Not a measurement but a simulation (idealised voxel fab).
A process module follows: voxel capacitor over wiring.
Xsec cut, 185 nm wide, square cell size 5 nm.
A cross-section is a grid of square cells, given in bands from the top down. A band is one or more rows of cells. First you get the band's top height and its bottom height, in nm, and then the materials it's made of, left to right, with each width in nm. If you see a single material with "edge to edge", that one covers the band edge to edge. "empty" is empty space. Heights from 0 (as-received wafer is one material below). Bottom band endless downward, as "0 nm and below". You'd read "30..40" like this: the band's top row of cells is as wide as the first number, its bottom row is as wide as the second, and going down, every row changes width by the same amount as the row before did. Where the words "same as before" appear for a step, the cross-section shows no cell changed by that step; every cell remained as before. Heads up: "Sealed void list" only lists the empty pockets with no open path to the top that are 8 cells or more, and it writes them as width x height at distance, distance from the left edge, in nm. Post-settings text on a step line: simulator's own remark regarding the step. When a step includes a mask, the "overlay nm" setting on its line states how far to the right of its planned place that mask lay, and negative values state how far to the left.
[plan]
1 RECEIVE [material Si]
2 CONFORMAL_DEP [material SiO2] [thk nm 10]
3 CONFORMAL_DEP [material SiCN] [thk nm 5]
4 DIRECTIONAL_DEP [material lowk] [thk nm 15]
5 MASKED_ETCH [tone open] [mask id METAL_1] [width nm 30] [pitch nm 85] [etch materials lowk] [depth nm 15] [overlay nm 0]
6 MASKED_ETCH [tone open] [mask id METAL_1] [width nm 20] [pitch nm 85] [etch materials SiCN] [depth nm 5] [overlay nm 0]
7 CONFORMAL_DEP [material TiN] [thk nm 5]
8 FILL_DEP [material Cu] [thk nm 5]
9 CMP [height nm 30]
10 CONFORMAL_DEP [material SiCN] [thk nm 5]
11 DIRECTIONAL_DEP [material SiO2] [thk nm 10]
12 PATTERN [tone open] [mask id PLUG_1] [material resist] [width nm 15] [thk nm 20] [overlay nm 0]
13 DIRECTIONAL_ETCH [etch materials SiO2] [depth nm 10]
14 DIRECTIONAL_ETCH [etch materials SiCN] [depth nm 5]
15 STRIP [etch materials resist]
16 CONFORMAL_DEP [material TiN] [thk nm 5]
17 FILL_DEP [material Cu] [thk nm 5]
18 CMP [height nm 45]
19 DIRECTIONAL_DEP [material TiN] [thk nm 5]
20 DIRECTIONAL_DEP [material SiN] [thk nm 5]
21 DIRECTIONAL_DEP [material TiN] [thk nm 5]
22 PATTERN [tone cover] [mask id UPPER_PLATE] [material resist] [width nm 60] [thk nm 20] [overlay nm 0]
23 DIRECTIONAL_ETCH [etch materials TiN] [depth nm 5]
24 DIRECTIONAL_ETCH [etch materials SiN] [depth nm 5]
25 STRIP [etch materials resist]
26 PATTERN [tone cover] [mask id LOWER_PLATE] [material resist] [width nm 70] [thk nm 20] [overlay nm 0]
27 DIRECTIONAL_ETCH [etch materials TiN] [depth nm 5]
28 STRIP [etch materials resist]
29 FILL_DEP [material SiO2] [thk nm 20]
30 CMP [height nm 75]
31 MASKED_ETCH [tone open] [mask id PLUG_2] [width nm 15] [etch materials SiO2] [depth nm 15] [overlay nm 0]
32 CONFORMAL_DEP [material TiN] [thk nm 5]
33 FILL_DEP [material Ru] [thk nm 5]
34 CMP [height nm 75]
35 CONFORMAL_DEP [material SiCN] [thk nm 5]
The plan shows the width nm of step 6 as the first wafer had it; this setting differs between the wafers, which start out alike.
[Cross-section: the first of several wafers in its as-received state, i.e. following step 1]
> 0 nm and below = Si edge to edge
> Sealed void list: none
[Wafer rows, end of module: cells per material gained (+) or lost (-) since receipt; closed voids last]
width nm 20 | +22 Cu | +2 Ru | +100 SiCN | +12 SiN | +317 SiO2 | +64 TiN | +75 lowk | Sealed void list: none
width nm 25 | +24 Cu | +2 Ru | +98 SiCN | +12 SiN | +317 SiO2 | +64 TiN | +75 lowk | Sealed void list: none
width nm 30 | +26 Cu | +2 Ru | +96 SiCN | +12 SiN | +317 SiO2 | +64 TiN | +75 lowk | Sealed void list: none
width nm 35 | +26 Cu | +2 Ru | +96 SiCN | +12 SiN | +317 SiO2 | +64 TiN | +75 lowk | Sealed void list: none
width nm 40 | +26 Cu | +2 Ru | +96 SiCN | +12 SiN | +317 SiO2 | +64 TiN | +75 lowk | Sealed void list: none
width nm 45 | +26 Cu | +2 Ru | +96 SiCN | +12 SiN | +317 SiO2 | +64 TiN | +75 lowk | Sealed void list: none
